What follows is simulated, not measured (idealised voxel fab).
This is a process module. Its name is voxel ribs on slabs.
Section shown: cut. Width: 220 nm. Cell size: 5 nm, square.
When this document writes out a cross-section, it uses a grid of square cells and lists it as bands, beginning at the top and moving down, with a band standing for one or more rows of cells. For a band, the entry starts with two heights in nm, that of the top and then that of the bottom, and carries on with the band's materials in order from left to right, each alongside its width in nm; the word "all across" beside a single material means it fills the band edge to edge, and "blank" means empty space. Basically, 0 is our baseline, since under it the wafer straight out of the box is all one material. The bottom band has no lower end and keeps on going down, so it looks like "0 nm and below". Width spec "30 to 40" -> top row of cells at first value, bottom row at second value, equal per-row change in between. You'll sometimes find "all unchanged" written for a step, and that's the way of saying that nowhere in the cross-section did a cell change during that step. Entry "Completely sealed voids". Content: empty spaces with no open connection to the top, size 8 cells or greater. Each: width x height at distance. Distance: from left edge. Unit: nm. Text after the settings on a step's line: the simulator's own remark on that step. "overlay nm" answers the question of how far to the right of plan the mask lay on a step that has a mask, and when it is negative the answer is to the left.
Here's what the planned process steps look like
step 1: op RECEIVE | material Si
step 2: op DIRECTIONAL_DEP | material SiO2 | thk nm 30
step 3: op DIRECTIONAL_DEP | material polySi | thk nm 15
step 4: op PATTERN | tone cover | mask id RIB | material resist | width nm 20 | thk nm 15 | overlay nm 0
step 5: op DIRECTIONAL_ETCH | etch materials polySi | depth nm 10
step 6: op STRIP | etch materials resist
step 7: op MASKED_ETCH | tone cover | mask id SLAB | width nm 70 | etch materials polySi | depth nm 5 | overlay nm 0
step 8: op FILL_DEP | material SiO2 | thk nm 15
step 9: op CMP | height nm 55
step 10: op DIRECTIONAL_DEP | material TiN | thk nm 5
step 11: op DIRECTIONAL_DEP | material aC | thk nm 15
step 12: op PATTERN | tone cover | mask id HEATER | material resist | width nm 30 | thk nm 35 | overlay nm 0
step 13: op DIRECTIONAL_ETCH | etch materials aC | depth nm 15
step 14: op STRIP | etch materials resist
step 15: op DIRECTIONAL_ETCH | etch materials TiN | depth nm 5
step 16: op STRIP | etch materials aC
step 17: op CONFORMAL_DEP | material SiO2 | thk nm 5
Wafer cross-section on receipt, i.e. after step 1
	0 nm and below = Si all across
	Completely sealed voids: none
The following cross-section depicts the wafer upon conclusion of the module. Processing commenced from the starting condition illustrated above and adhered to the plan illustrated above, save for one mistake in execution
	65 nm to 60 nm = blank: 90 | SiO2: 40 | blank: 90
	60 nm to 55 nm = SiO2: 95 | TiN: 30 | SiO2: 95
	55 nm to 45 nm = SiO2: 100 to 75 | polySi: 20 to 70 | SiO2: 100 to 75
	45 nm to 30 nm = polySi all across
	30 nm to 0 nm = SiO2 all across
	0 nm and below = Si all across
	Completely sealed voids: none
What was the processing mistake? step 3 of the plan saw execution twice
